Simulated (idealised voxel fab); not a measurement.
process module | voxel gate over fins
cross-section cut | 300 nm wide | cells 5 nm
A cross-section is a grid of square cells, given in bands from the top down. A band is one or more rows of cells.
Each band's line starts with the height of the band's top and of its bottom, in nm. Then come its materials from left to right, each with its width in nm. One material with "throughout" fills the band from edge to edge. "air" is empty space.
Height 0 is the level under which the wafer as received is all one material. The lowest band goes on downwards, as in "0 down".
A width such as "30 to 40" changes by the same amount from each row of cells to the next, from the band's top row to its bottom row.
"no change" after a step means that no cell of the cross-section changed.
closed voids: empty space of 8 cells or more with no open way to the top, each as width x height at its distance from the left edge, in nm
after a step's settings: what the simulator itself notes on the step
overlay nm, on a step with a mask: how far to the right of its planned place the mask lay; to the left if negative
Each pair below shows a cross-section before one step and the cross-section after it, down to the lowest band that changed. The line under each pair gives the step between them, with its settings. The pairs can come from different runs of this module on the same starting wafer, so a pair continues from the pair above only where its "before" says so.
before
  5 to 0: air 60 | HfO2 15 | air 40 | HfO2 15 | air 40 | HfO2 15 | air 40 | HfO2 15 | air 60
  0 to -5: air 60 | HfO2 5 | Si 5 | HfO2 5 | air 40 | HfO2 5 | Si 5 | HfO2 5 | air 40 | HfO2 5 | Si 5 | HfO2 5 | air 40 | HfO2 5 | Si 5 | HfO2 5 | air 60
  -5 to -10: HfO2 65 | Si 5 | HfO2 50 | Si 5 | HfO2 50 | Si 5 | HfO2 50 | Si 5 | HfO2 65
  -10 to -20: SiO2 65 | Si 5 | SiO2 50 | Si 5 | SiO2 50 | Si 5 | SiO2 50 | Si 5 | SiO2 65
  -20 to -30: SiO2 65 | Si 5 | SiO2 15 | TiN 5 | W 5 | TiN 5 | SiO2 20 | Si 5 | SiO2 50 | Si 5 | SiO2 50 | Si 5 | SiO2 65
  -30 to -35: SiO2 65 | Si 5 | SiO2 15 | TiN 15 | SiO2 20 | Si 5 | SiO2 50 | Si 5 | SiO2 50 | Si 5 | SiO2 65
  -35 to -45: SiO2 65 | Si 5 | SiO2 50 | Si 5 | SiO2 50 | Si 5 | SiO2 50 | Si 5 | SiO2 65
  -45 down: Si throughout
  closed voids: none
after
  20 to 10: air 45 | TiN 45 | air 10 | TiN 45 | air 10 | TiN 45 | air 10 | TiN 45 | air 45
  10 to 5: TiN throughout
  5 to 0: TiN 60 | HfO2 15 | TiN 40 | HfO2 15 | TiN 40 | HfO2 15 | TiN 40 | HfO2 15 | TiN 60
  0 to -5: TiN 60 | HfO2 5 | Si 5 | HfO2 5 | TiN 40 | HfO2 5 | Si 5 | HfO2 5 | TiN 40 | HfO2 5 | Si 5 | HfO2 5 | TiN 40 | HfO2 5 | Si 5 | HfO2 5 | TiN 60
  below -5: unchanged
  closed voids: none
the step between: op CONFORMAL_DEP | material TiN | thk nm 15
before: the cross-section after the pair above
after
  25 to 20: air 40 | TiAl 220 | air 40
  20 to 15: air 40 | TiAl 5 | TiN 45 | TiAl 10 | TiN 45 | TiAl 10 | TiN 45 | TiAl 10 | TiN 45 | TiAl 5 | air 40
  15 to 10: TiAl 45 | TiN 45 | TiAl 10 | TiN 45 | TiAl 10 | TiN 45 | TiAl 10 | TiN 45 | TiAl 45
  below 10: unchanged
  closed voids: none
the step between: op CONFORMAL_DEP | material TiAl | thk nm 5
before: the cross-section after the pair above
after
  30 to 25: air 35 | TiN 230 | air 35
  25 to 20: air 35 | TiN 5 | TiAl 220 | TiN 5 | air 35
  20 to 15: TiN 40 | TiAl 5 | TiN 45 | TiAl 10 | TiN 45 | TiAl 10 | TiN 45 | TiAl 10 | TiN 45 | TiAl 5 | TiN 40
  below 15: unchanged
  closed voids: none
the step between: op CONFORMAL_DEP | material TiN | thk nm 5
before: the cross-section after the pair above
after
  45 to 30: W throughout
  30 to 25: W 35 | TiN 230 | W 35
  25 to 20: W 35 | TiN 5 | TiAl 220 | TiN 5 | W 35
  below 20: unchanged
  closed voids: none
the step between: op FILL_DEP | material W | thk nm 15
before: the cross-section after the pair above
after
  30 to 25: W 35 | TiN 230 | W 35
  below 25: unchanged
  closed voids: none
the step between: op CMP | height nm 30
before: the cross-section after the pair above
after
  35 to 30: SiN throughout
  below 30: unchanged
  closed voids: none
the step between: op CONFORMAL_DEP | material SiN | thk nm 5
before
  5 to 0: air 60 | SiN 15 | air 40 | SiN 15 | air 40 | SiN 15 | air 40 | SiN 15 | air 60
  0 down: Si throughout
  closed voids: none
after
  5 to 0: air 60 | SiN 15 | air 40 | SiN 15 | air 40 | SiN 15 | air 40 | SiN 15 | air 60
  0 to -40: air 55 | Si 25 | air 30 | Si 25 | air 30 | Si 25 | air 30 | Si 25 | air 55
  below -40: unchanged
  closed voids: none
the step between: op MASKED_ETCH | tone cover | mask id FINS | width nm 25 | pitch nm 55 | etch materials Si | depth nm 40 | overlay nm 0
before: the cross-section after the pair above
after
  5 to 0: air 60 | SiN 15 | air 40 | SiN 15 | air 40 | SiN 15 | air 40 | SiN 15 | air 60
  0 to -5: air 55 | SiO2 10 | Si 5 | SiO2 10 | air 30 | SiO2 10 | Si 5 | SiO2 10 | air 30 | SiO2 10 | Si 5 | SiO2 10 | air 30 | SiO2 10 | Si 5 | SiO2 10 | air 55
  -5 to -40: air 55 | SiO2 5 | Si 15 | SiO2 5 | air 30 | SiO2 5 | Si 15 | SiO2 5 | air 30 | SiO2 5 | Si 15 | SiO2 5 | air 30 | SiO2 5 | Si 15 | SiO2 5 | air 55
  -40 to -45: SiO2 60 | Si 15 | SiO2 40 | Si 15 | SiO2 40 | Si 15 | SiO2 40 | Si 15 | SiO2 60
  below -45: unchanged
  closed voids: none
the step between: op OXIDIZE | depth nm 5
before: the cross-section after the pair above
after
  15 to 5: SiO2 throughout
  5 to 0: SiO2 60 | SiN 15 | SiO2 40 | SiN 15 | SiO2 40 | SiN 15 | SiO2 40 | SiN 15 | SiO2 60
  0 to -5: SiO2 65 | Si 5 | SiO2 50 | Si 5 | SiO2 50 | Si 5 | SiO2 50 | Si 5 | SiO2 65
  -5 to -45: SiO2 60 | Si 15 | SiO2 40 | Si 15 | SiO2 40 | Si 15 | SiO2 40 | Si 15 | SiO2 60
  below -45: unchanged
  closed voids: none
the step between: op FILL_DEP | material SiO2 | thk nm 10
before: the cross-section after the pair above
after
  5 to 0: SiO2 60 | SiN 15 | SiO2 40 | SiN 15 | SiO2 40 | SiN 15 | SiO2 40 | SiN 15 | SiO2 60
  below 0: unchanged
  closed voids: none
the step between: op CMP | height nm 5
before: the cross-section after the pair above
after
  15 to 5: aC throughout
  below 5: unchanged
  closed voids: none
the step between: op DIRECTIONAL_DEP | material aC | thk nm 10
before: the cross-section after the pair above
after
  40 to 15: resist 85 | air 15 | resist 200
  below 15: unchanged
  closed voids: none
the step between: op PATTERN | tone open | mask id RAIL | material resist | width nm 15 | thk nm 25 | overlay nm 0
before: the cross-section after the pair above
after
  30 to 15: resist 85 | air 15 | resist 200
  15 to 5: aC 85 | air 15 | aC 200
  below 5: unchanged
  closed voids: none
the step between: op DIRECTIONAL_ETCH | etch materials aC | depth nm 10
before: the cross-section after the pair above
after
  15 to 5: aC 85 | air 15 | aC 200
  below 5: unchanged
  closed voids: none
the step between: op STRIP | etch materials resist
before: the cross-section after the pair above
after
  15 to 5: aC 85 | air 15 | aC 200
  5 to 0: SiO2 60 | SiN 15 | SiO2 10 | air 15 | SiO2 15 | SiN 15 | SiO2 40 | SiN 15 | SiO2 40 | SiN 15 | SiO2 60
  0 to -5: SiO2 65 | Si 5 | SiO2 15 | air 15 | SiO2 20 | Si 5 | SiO2 50 | Si 5 | SiO2 50 | Si 5 | SiO2 65
  -5 to -35: SiO2 60 | Si 15 | SiO2 10 | air 15 | SiO2 15 | Si 15 | SiO2 40 | Si 15 | SiO2 40 | Si 15 | SiO2 60
  below -35: unchanged
  closed voids: none
the step between: op DIRECTIONAL_ETCH | etch materials SiO2 | depth nm 40
before: the cross-section after the pair above
after
  5 to 0: SiO2 60 | SiN 15 | SiO2 10 | air 15 | SiO2 15 | SiN 15 | SiO2 40 | SiN 15 | SiO2 40 | SiN 15 | SiO2 60
  below 0: unchanged
  closed voids: none
the step between: op STRIP | etch materials aC
before: the cross-section after the pair above
after
  10 to 5: TiN 90 | air 5 | TiN 205
  5 to 0: SiO2 60 | SiN 15 | SiO2 10 | TiN 5 | air 5 | TiN 5 | SiO2 15 | SiN 15 | SiO2 40 | SiN 15 | SiO2 40 | SiN 15 | SiO2 60
  0 to -5: SiO2 65 | Si 5 | SiO2 15 | TiN 5 | air 5 | TiN 5 | SiO2 20 | Si 5 | SiO2 50 | Si 5 | SiO2 50 | Si 5 | SiO2 65
  -5 to -30: SiO2 60 | Si 15 | SiO2 10 | TiN 5 | air 5 | TiN 5 | SiO2 15 | Si 15 | SiO2 40 | Si 15 | SiO2 40 | Si 15 | SiO2 60
  -30 to -35: SiO2 60 | Si 15 | SiO2 10 | TiN 15 | SiO2 15 | Si 15 | SiO2 40 | Si 15 | SiO2 40 | Si 15 | SiO2 60
  below -35: unchanged
  closed voids: none
the step between: op CONFORMAL_DEP | material TiN | thk nm 5
before: the cross-section after the pair above
after
  20 to 10: W throughout
  10 to 5: TiN 90 | W 5 | TiN 205
  5 to 0: SiO2 60 | SiN 15 | SiO2 10 | TiN 5 | W 5 | TiN 5 | SiO2 15 | SiN 15 | SiO2 40 | SiN 15 | SiO2 40 | SiN 15 | SiO2 60
  0 to -5: SiO2 65 | Si 5 | SiO2 15 | TiN 5 | W 5 | TiN 5 | SiO2 20 | Si 5 | SiO2 50 | Si 5 | SiO2 50 | Si 5 | SiO2 65
  -5 to -30: SiO2 60 | Si 15 | SiO2 10 | TiN 5 | W 5 | TiN 5 | SiO2 15 | Si 15 | SiO2 40 | Si 15 | SiO2 40 | Si 15 | SiO2 60
  below -30: unchanged
  closed voids: none
the step between: op FILL_DEP | material W | thk nm 10
before: the cross-section after the pair above
after
  5 to 0: SiO2 60 | SiN 15 | SiO2 10 | TiN 5 | W 5 | TiN 5 | SiO2 15 | SiN 15 | SiO2 40 | SiN 15 | SiO2 40 | SiN 15 | SiO2 60
  below 0: unchanged
  closed voids: none
the step between: op CMP | height nm 5
before: the cross-section after the pair above
after
  5 to 0: SiO2 60 | SiN 15 | SiO2 10 | air 15 | SiO2 15 | SiN 15 | SiO2 40 | SiN 15 | SiO2 40 | SiN 15 | SiO2 60
  0 to -5: SiO2 65 | Si 5 | SiO2 15 | air 15 | SiO2 20 | Si 5 | SiO2 50 | Si 5 | SiO2 50 | Si 5 | SiO2 65
  -5 to -20: SiO2 60 | Si 15 | SiO2 10 | air 15 | SiO2 15 | Si 15 | SiO2 40 | Si 15 | SiO2 40 | Si 15 | SiO2 60
  below -20: unchanged
  closed voids: none
the step between: op SELECTIVE_ETCH | etch materials W Ru TiN | depth nm 25
before: the cross-section after the pair above
after
  10 to 5: SiO2 throughout
  5 to 0: SiO2 60 | SiN 15 | SiO2 40 | SiN 15 | SiO2 40 | SiN 15 | SiO2 40 | SiN 15 | SiO2 60
  0 to -5: SiO2 65 | Si 5 | SiO2 50 | Si 5 | SiO2 50 | Si 5 | SiO2 50 | Si 5 | SiO2 65
  -5 to -20: SiO2 60 | Si 15 | SiO2 40 | Si 15 | SiO2 40 | Si 15 | SiO2 40 | Si 15 | SiO2 60
  below -20: unchanged
  closed voids: none
the step between: op FILL_DEP | material SiO2 | thk nm 5
before: the cross-section after the pair above
after
  5 to 0: SiO2 60 | SiN 15 | SiO2 40 | SiN 15 | SiO2 40 | SiN 15 | SiO2 40 | SiN 15 | SiO2 60
  below 0: unchanged
  closed voids: none
the step between: op CMP | height nm 5
before: the cross-section after the pair above
after
  5 to 0: air 60 | SiN 15 | air 40 | SiN 15 | air 40 | SiN 15 | air 40 | SiN 15 | air 60
  0 to -10: air 65 to 60 | Si 5 to 15 | air 50 to 40 | Si 5 to 15 | air 50 to 40 | Si 5 to 15 | air 50 to 40 | Si 5 to 15 | air 65 to 60
  below -10: unchanged
  closed voids: none
the step between: op SELECTIVE_ETCH | etch materials SiO2 | depth nm 15
before: the cross-section after the pair above
after
  0 to -10: air 65 to 60 | Si 5 to 15 | air 50 to 40 | Si 5 to 15 | air 50 to 40 | Si 5 to 15 | air 50 to 40 | Si 5 to 15 | air 65 to 60
  below -10: unchanged
  closed voids: none
the step between: op STRIP | etch materials SiN
before: the cross-section after the pair above
after
  5 to 0: air 60 | HfO2 15 | air 40 | HfO2 15 | air 40 | HfO2 15 | air 40 | HfO2 15 | air 60
  0 to -5: air 55 | HfO2 10 | Si 5 | HfO2 10 | air 30 | HfO2 10 | Si 5 | HfO2 10 | air 30 | HfO2 10 | Si 5 | HfO2 10 | air 30 | HfO2 10 | Si 5 | HfO2 10 | air 55
  -5 to -10: HfO2 60 | Si 15 | HfO2 40 | Si 15 | HfO2 40 | Si 15 | HfO2 40 | Si 15 | HfO2 60
  below -10: unchanged
  closed voids: none
the step between: op CONFORMAL_DEP | material HfO2 | thk nm 5
before: the cross-section after the pair above
after
  10 to 5: air 55 | TiN 25 | air 30 | TiN 25 | air 30 | TiN 25 | air 30 | TiN 25 | air 55
  5 to 0: air 50 | TiN 10 | HfO2 15 | TiN 10 | air 20 | TiN 10 | HfO2 15 | TiN 10 | air 20 | TiN 10 | HfO2 15 | TiN 10 | air 20 | TiN 10 | HfO2 15 | TiN 10 | air 50
  0 to -5: TiN 55 | HfO2 10 | Si 5 | HfO2 10 | TiN 30 | HfO2 10 | Si 5 | HfO2 10 | TiN 30 | HfO2 10 | Si 5 | HfO2 10 | TiN 30 | HfO2 10 | Si 5 | HfO2 10 | TiN 55
  below -5: unchanged
  closed voids: none
the step between: op CONFORMAL_DEP | material TiN | thk nm 5
before: the cross-section after the pair above
after
  15 to 10: air 50 | TiAl 35 | air 20 | TiAl 35 | air 20 | TiAl 35 | air 20 | TiAl 35 | air 50
  10 to 5: air 45 | TiAl 10 | TiN 25 | TiAl 10 | air 10 | TiAl 10 | TiN 25 | TiAl 10 | air 10 | TiAl 10 | TiN 25 | TiAl 10 | air 10 | TiAl 10 | TiN 25 | TiAl 10 | air 45
  5 to 0: TiAl 50 | TiN 10 | HfO2 15 | TiN 10 | TiAl 20 | TiN 10 | HfO2 15 | TiN 10 | TiAl 20 | TiN 10 | HfO2 15 | TiN 10 | TiAl 20 | TiN 10 | HfO2 15 | TiN 10 | TiAl 50
  below 0: unchanged
  closed voids: none
the step between: op CONFORMAL_DEP | material TiAl | thk nm 5
before: the cross-section after the pair above
after
  20 to 15: air 45 | TiN 45 | air 10 | TiN 45 | air 10 | TiN 45 | air 10 | TiN 45 | air 45
  15 to 10: air 40 | TiN 10 | TiAl 35 | TiN 20 | TiAl 35 | TiN 20 | TiAl 35 | TiN 20 | TiAl 35 | TiN 10 | air 40
  10 to 5: TiN 45 | TiAl 10 | TiN 25 | TiAl 10 | TiN 10 | TiAl 10 | TiN 25 | TiAl 10 | TiN 10 | TiAl 10 | TiN 25 | TiAl 10 | TiN 10 | TiAl 10 | TiN 25 | TiAl 10 | TiN 45
  below 5: unchanged
  closed voids: none
the step between: op CONFORMAL_DEP | material TiN | thk nm 5
before: the cross-section after the pair above
after
  35 to 20: W throughout
  20 to 15: W 45 | TiN 45 | W 10 | TiN 45 | W 10 | TiN 45 | W 10 | TiN 45 | W 45
  15 to 10: W 40 | TiN 10 | TiAl 35 | TiN 20 | TiAl 35 | TiN 20 | TiAl 35 | TiN 20 | TiAl 35 | TiN 10 | W 40
  below 10: unchanged
  closed voids: none
the step between: op FILL_DEP | material W | thk nm 15
before: the cross-section after the pair above
after
  30 to 20: W throughout
  below 20: unchanged
  closed voids: none
the step between: op CMP | height nm 30
before: the cross-section after the pair above
after
  35 to 30: SiN throughout
  below 30: unchanged
  closed voids: none
the step between: op CONFORMAL_DEP | material SiN | thk nm 5
before
  5 to 0: air 60 | SiN 15 | air 40 | SiN 15 | air 40 | SiN 15 | air 40 | SiN 15 | air 60
  0 down: Si throughout
  closed voids: none
after
  5 to 0: air 60 | SiN 15 | air 40 | SiN 15 | air 40 | SiN 15 | air 40 | SiN 15 | air 60
  0 to -40: air 50 | Si 25 | air 30 | Si 25 | air 30 | Si 25 | air 30 | Si 25 | air 60
  below -40: unchanged
  closed voids: none
the step between: op MASKED_ETCH | tone cover | mask id FINS | width nm 15 | pitch nm 55 | etch materials Si | depth nm 40 | overlay nm -10
before: the cross-section after the pair above
after
  5 to 0: air 60 | SiN 15 | air 40 | SiN 15 | air 40 | SiN 15 | air 40 | SiN 15 | air 60
  0 to -5: air 50 | SiO2 15 | Si 5 | SiO2 5 | air 30 | SiO2 15 | Si 5 | SiO2 5 | air 30 | SiO2 15 | Si 5 | SiO2 5 | air 30 | SiO2 15 | Si 5 | SiO2 5 | air 60
  -5 to -40: air 50 | SiO2 5 | Si 15 | SiO2 5 | air 30 | SiO2 5 | Si 15 | SiO2 5 | air 30 | SiO2 5 | Si 15 | SiO2 5 | air 30 | SiO2 5 | Si 15 | SiO2 5 | air 60
  -40 to -45: SiO2 55 | Si 15 | SiO2 40 | Si 15 | SiO2 40 | Si 15 | SiO2 40 | Si 15 | SiO2 65
  below -45: unchanged
  closed voids: none
the step between: op OXIDIZE | depth nm 5
before: the cross-section after the pair above
after
  15 to 5: SiO2 throughout
  5 to 0: SiO2 60 | SiN 15 | SiO2 40 | SiN 15 | SiO2 40 | SiN 15 | SiO2 40 | SiN 15 | SiO2 60
  0 to -5: SiO2 65 | Si 5 | SiO2 50 | Si 5 | SiO2 50 | Si 5 | SiO2 50 | Si 5 | SiO2 65
  -5 to -45: SiO2 55 | Si 15 | SiO2 40 | Si 15 | SiO2 40 | Si 15 | SiO2 40 | Si 15 | SiO2 65
  below -45: unchanged
  closed voids: none
the step between: op FILL_DEP | material SiO2 | thk nm 10
before: the cross-section after the pair above
after
  5 to 0: SiO2 60 | SiN 15 | SiO2 40 | SiN 15 | SiO2 40 | SiN 15 | SiO2 40 | SiN 15 | SiO2 60
  below 0: unchanged
  closed voids: none
the step between: op CMP | height nm 5
before: the cross-section after the pair above
after
  15 to 5: aC throughout
  below 5: unchanged
  closed voids: none
the step between: op DIRECTIONAL_DEP | material aC | thk nm 10
before: the cross-section after the pair above
after
  40 to 15: resist 85 | air 15 | resist 200
  below 15: unchanged
  closed voids: none
the step between: op PATTERN | tone open | mask id RAIL | material resist | width nm 15 | thk nm 25 | overlay nm 0
before: the cross-section after the pair above
after
  30 to 15: resist 85 | air 15 | resist 200
  15 to 5: aC 85 | air 15 | aC 200
  below 5: unchanged
  closed voids: none
the step between: op DIRECTIONAL_ETCH | etch materials aC | depth nm 10
before: the cross-section after the pair above
after
  15 to 5: aC 85 | air 15 | aC 200
  below 5: unchanged
  closed voids: none
the step between: op STRIP | etch materials resist
before: the cross-section after the pair above
after
  15 to 5: aC 85 | air 15 | aC 200
  5 to 0: SiO2 60 | SiN 15 | SiO2 10 | air 15 | SiO2 15 | SiN 15 | SiO2 40 | SiN 15 | SiO2 40 | SiN 15 | SiO2 60
  0 to -5: SiO2 65 | Si 5 | SiO2 15 | air 15 | SiO2 20 | Si 5 | SiO2 50 | Si 5 | SiO2 50 | Si 5 | SiO2 65
  -5 to -35: SiO2 55 | Si 15 | SiO2 15 | air 15 | SiO2 10 | Si 15 | SiO2 40 | Si 15 | SiO2 40 | Si 15 | SiO2 65
  below -35: unchanged
  closed voids: none
the step between: op DIRECTIONAL_ETCH | etch materials SiO2 | depth nm 40
before: the cross-section after the pair above
after
  5 to 0: SiO2 60 | SiN 15 | SiO2 10 | air 15 | SiO2 15 | SiN 15 | SiO2 40 | SiN 15 | SiO2 40 | SiN 15 | SiO2 60
  below 0: unchanged
  closed voids: none
the step between: op STRIP | etch materials aC
before: the cross-section after the pair above
after
  10 to 5: TiN 90 | air 5 | TiN 205
  5 to 0: SiO2 60 | SiN 15 | SiO2 10 | TiN 5 | air 5 | TiN 5 | SiO2 15 | SiN 15 | SiO2 40 | SiN 15 | SiO2 40 | SiN 15 | SiO2 60
  0 to -5: SiO2 65 | Si 5 | SiO2 15 | TiN 5 | air 5 | TiN 5 | SiO2 20 | Si 5 | SiO2 50 | Si 5 | SiO2 50 | Si 5 | SiO2 65
  -5 to -30: SiO2 55 | Si 15 | SiO2 15 | TiN 5 | air 5 | TiN 5 | SiO2 10 | Si 15 | SiO2 40 | Si 15 | SiO2 40 | Si 15 | SiO2 65
  -30 to -35: SiO2 55 | Si 15 | SiO2 15 | TiN 15 | SiO2 10 | Si 15 | SiO2 40 | Si 15 | SiO2 40 | Si 15 | SiO2 65
  below -35: unchanged
  closed voids: none
the step between: op CONFORMAL_DEP | material TiN | thk nm 5
before: the cross-section after the pair above
after
  20 to 10: W throughout
  10 to 5: TiN 90 | W 5 | TiN 205
  5 to 0: SiO2 60 | SiN 15 | SiO2 10 | TiN 5 | W 5 | TiN 5 | SiO2 15 | SiN 15 | SiO2 40 | SiN 15 | SiO2 40 | SiN 15 | SiO2 60
  0 to -5: SiO2 65 | Si 5 | SiO2 15 | TiN 5 | W 5 | TiN 5 | SiO2 20 | Si 5 | SiO2 50 | Si 5 | SiO2 50 | Si 5 | SiO2 65
  -5 to -30: SiO2 55 | Si 15 | SiO2 15 | TiN 5 | W 5 | TiN 5 | SiO2 10 | Si 15 | SiO2 40 | Si 15 | SiO2 40 | Si 15 | SiO2 65
  below -30: unchanged
  closed voids: none
the step between: op FILL_DEP | material W | thk nm 10
before: the cross-section after the pair above
after
  5 to 0: SiO2 60 | SiN 15 | SiO2 10 | TiN 5 | W 5 | TiN 5 | SiO2 15 | SiN 15 | SiO2 40 | SiN 15 | SiO2 40 | SiN 15 | SiO2 60
  below 0: unchanged
  closed voids: none
the step between: op CMP | height nm 5
before: the cross-section after the pair above
after
  5 to 0: SiO2 60 | SiN 15 | SiO2 10 | air 15 | SiO2 15 | SiN 15 | SiO2 40 | SiN 15 | SiO2 40 | SiN 15 | SiO2 60
  0 to -5: SiO2 65 | Si 5 | SiO2 15 | air 15 | SiO2 20 | Si 5 | SiO2 50 | Si 5 | SiO2 50 | Si 5 | SiO2 65
  -5 to -20: SiO2 55 | Si 15 | SiO2 15 | air 15 | SiO2 10 | Si 15 | SiO2 40 | Si 15 | SiO2 40 | Si 15 | SiO2 65
  below -20: unchanged
  closed voids: none
the step between: op SELECTIVE_ETCH | etch materials W Ru TiN | depth nm 25
before: the cross-section after the pair above
after
  10 to 5: SiO2 throughout
  5 to 0: SiO2 60 | SiN 15 | SiO2 40 | SiN 15 | SiO2 40 | SiN 15 | SiO2 40 | SiN 15 | SiO2 60
  0 to -5: SiO2 65 | Si 5 | SiO2 50 | Si 5 | SiO2 50 | Si 5 | SiO2 50 | Si 5 | SiO2 65
  -5 to -20: SiO2 55 | Si 15 | SiO2 40 | Si 15 | SiO2 40 | Si 15 | SiO2 40 | Si 15 | SiO2 65
  below -20: unchanged
  closed voids: none
the step between: op FILL_DEP | material SiO2 | thk nm 5
before: the cross-section after the pair above
after
  5 to 0: SiO2 60 | SiN 15 | SiO2 40 | SiN 15 | SiO2 40 | SiN 15 | SiO2 40 | SiN 15 | SiO2 60
  below 0: unchanged
  closed voids: none
the step between: op CMP | height nm 5
before: the cross-section after the pair above
after
  5 to 0: air 60 | SiN 15 | air 40 | SiN 15 | air 40 | SiN 15 | air 40 | SiN 15 | air 60
  0 to -10: air 65 to 55 | Si 5 to 15 | air 50 to 40 | Si 5 to 15 | air 50 to 40 | Si 5 to 15 | air 50 to 40 | Si 5 to 15 | air 65
  below -10: unchanged
  closed voids: none
the step between: op SELECTIVE_ETCH | etch materials SiO2 | depth nm 15
before: the cross-section after the pair above
after
  0 to -10: air 65 to 55 | Si 5 to 15 | air 50 to 40 | Si 5 to 15 | air 50 to 40 | Si 5 to 15 | air 50 to 40 | Si 5 to 15 | air 65
  below -10: unchanged
  closed voids: none
the step between: op STRIP | etch materials SiN
before: the cross-section after the pair above
after
  5 to 0: air 60 | HfO2 15 | air 40 | HfO2 15 | air 40 | HfO2 15 | air 40 | HfO2 15 | air 60
  0 to -5: air 50 | HfO2 15 | Si 5 | HfO2 5 | air 30 | HfO2 15 | Si 5 | HfO2 5 | air 30 | HfO2 15 | Si 5 | HfO2 5 | air 30 | HfO2 15 | Si 5 | HfO2 5 | air 60
  -5 to -10: HfO2 55 | Si 15 | HfO2 40 | Si 15 | HfO2 40 | Si 15 | HfO2 40 | Si 15 | HfO2 65
  below -10: unchanged
  closed voids: none
the step between: op CONFORMAL_DEP | material HfO2 | thk nm 5
before: the cross-section after the pair above
after
  10 to 5: air 55 | TiN 25 | air 30 | TiN 25 | air 30 | TiN 25 | air 30 | TiN 25 | air 55
  5 to 0: air 45 | TiN 15 | HfO2 15 | TiN 5 | air 20 | TiN 15 | HfO2 15 | TiN 5 | air 20 | TiN 15 | HfO2 15 | TiN 5 | air 20 | TiN 15 | HfO2 15 | TiN 5 | air 55
  0 to -5: TiN 50 | HfO2 15 | Si 5 | HfO2 5 | TiN 30 | HfO2 15 | Si 5 | HfO2 5 | TiN 30 | HfO2 15 | Si 5 | HfO2 5 | TiN 30 | HfO2 15 | Si 5 | HfO2 5 | TiN 60
  below -5: unchanged
  closed voids: none
the step between: op CONFORMAL_DEP | material TiN | thk nm 5
before: the cross-section after the pair above
after
  15 to 10: air 50 | TiAl 35 | air 20 | TiAl 35 | air 20 | TiAl 35 | air 20 | TiAl 35 | air 50
  10 to 5: air 40 | TiAl 15 | TiN 25 | TiAl 5 | air 10 | TiAl 15 | TiN 25 | TiAl 5 | air 10 | TiAl 15 | TiN 25 | TiAl 5 | air 10 | TiAl 15 | TiN 25 | TiAl 5 | air 50
  5 to 0: TiAl 45 | TiN 15 | HfO2 15 | TiN 5 | TiAl 20 | TiN 15 | HfO2 15 | TiN 5 | TiAl 20 | TiN 15 | HfO2 15 | TiN 5 | TiAl 20 | TiN 15 | HfO2 15 | TiN 5 | TiAl 55
  below 0: unchanged
  closed voids: none
the step between: op CONFORMAL_DEP | material TiAl | thk nm 5
before: the cross-section after the pair above
after
  20 to 15: air 45 | TiN 45 | air 10 | TiN 45 | air 10 | TiN 45 | air 10 | TiN 45 | air 45
  15 to 10: air 35 | TiN 15 | TiAl 35 | TiN 20 | TiAl 35 | TiN 20 | TiAl 35 | TiN 20 | TiAl 35 | TiN 5 | air 45
  10 to 5: TiN 40 | TiAl 15 | TiN 25 | TiAl 5 | TiN 10 | TiAl 15 | TiN 25 | TiAl 5 | TiN 10 | TiAl 15 | TiN 25 | TiAl 5 | TiN 10 | TiAl 15 | TiN 25 | TiAl 5 | TiN 50
  below 5: unchanged
  closed voids: none
the step between: op CONFORMAL_DEP | material TiN | thk nm 5
before: the cross-section after the pair above
after
  35 to 20: W throughout
  20 to 15: W 45 | TiN 45 | W 10 | TiN 45 | W 10 | TiN 45 | W 10 | TiN 45 | W 45
  15 to 10: W 35 | TiN 15 | TiAl 35 | TiN 20 | TiAl 35 | TiN 20 | TiAl 35 | TiN 20 | TiAl 35 | TiN 5 | W 45
  below 10: unchanged
  closed voids: none
the step between: op FILL_DEP | material W | thk nm 15
before: the cross-section after the pair above
after
  30 to 20: W throughout
  below 20: unchanged
  closed voids: none
the step between: op CMP | height nm 30
before: the cross-section after the pair above
after
  35 to 30: SiN throughout
  below 30: unchanged
  closed voids: none
the step between: op CONFORMAL_DEP | material SiN | thk nm 5
before
  30 to 20: W throughout
  20 to 15: W 45 | TiN 45 | W 10 | TiN 45 | W 10 | TiN 45 | W 10 | TiN 45 | W 45
  15 to 10: W 45 | TiN 5 | TiAl 35 | TiN 5 | W 10 | TiN 5 | TiAl 35 | TiN 5 | W 10 | TiN 5 | TiAl 35 | TiN 5 | W 10 | TiN 5 | TiAl 35 | TiN 5 | W 45
  10 to 5: TiN 50 | TiAl 5 | TiN 25 | TiAl 5 | TiN 20 | TiAl 5 | TiN 25 | TiAl 5 | TiN 20 | TiAl 5 | TiN 25 | TiAl 5 | TiN 20 | TiAl 5 | TiN 25 | TiAl 5 | TiN 50
  5 to 0: TiAl 55 | TiN 5 | HfO2 15 | TiN 5 | TiAl 30 | TiN 5 | HfO2 15 | TiN 5 | TiAl 30 | TiN 5 | HfO2 15 | TiN 5 | TiAl 30 | TiN 5 | HfO2 15 | TiN 5 | TiAl 55
  0 to -5: TiN 60 | HfO2 5 | Si 5 | HfO2 5 | TiN 40 | HfO2 5 | Si 5 | HfO2 5 | TiN 40 | HfO2 5 | Si 5 | HfO2 5 | TiN 40 | HfO2 5 | Si 5 | HfO2 5 | TiN 60
  -5 to -10: HfO2 65 | Si 5 | HfO2 50 | Si 5 | HfO2 50 | Si 5 | HfO2 50 | Si 5 | HfO2 65
  -10 to -20: SiO2 65 | Si 5 | SiO2 50 | Si 5 | SiO2 50 | Si 5 | SiO2 50 | Si 5 | SiO2 65
  -20 to -30: SiO2 65 | Si 5 | SiO2 15 | TiN 5 | W 5 | TiN 5 | SiO2 20 | Si 5 | SiO2 50 | Si 5 | SiO2 50 | Si 5 | SiO2 65
  -30 to -35: SiO2 65 | Si 5 | SiO2 15 | TiN 15 | SiO2 20 | Si 5 | SiO2 50 | Si 5 | SiO2 50 | Si 5 | SiO2 65
  -35 to -45: SiO2 65 | Si 5 | SiO2 50 | Si 5 | SiO2 50 | Si 5 | SiO2 50 | Si 5 | SiO2 65
  -45 down: Si throughout
  closed voids: none
after
  35 to 20: W throughout
  below 20: unchanged
  closed voids: none
the step between: op CONFORMAL_DEP | material W | thk nm 5
before
  5 to 0: SiN throughout
  0 down: Si throughout
  closed voids: none
after
  5 to 0: SiN 60 | air 15 | SiN 40 | air 15 | SiN 40 | air 15 | SiN 40 | air 15 | SiN 60
  below 0: unchanged
  closed voids: none
the step between: op MASKED_ETCH | tone open | mask id FINS | width nm 15 | pitch nm 55 | etch materials SiN | depth nm 5 | overlay nm 0
before: the cross-section after the pair above
after
  5 to 0: SiN 60 | air 15 | SiN 40 | air 15 | SiN 40 | air 15 | SiN 40 | air 15 | SiN 60
  0 to -5: Si 55 | SiO2 25 | Si 30 | SiO2 25 | Si 30 | SiO2 25 | Si 30 | SiO2 25 | Si 55
  below -5: unchanged
  closed voids: none
the step between: op OXIDIZE | depth nm 5
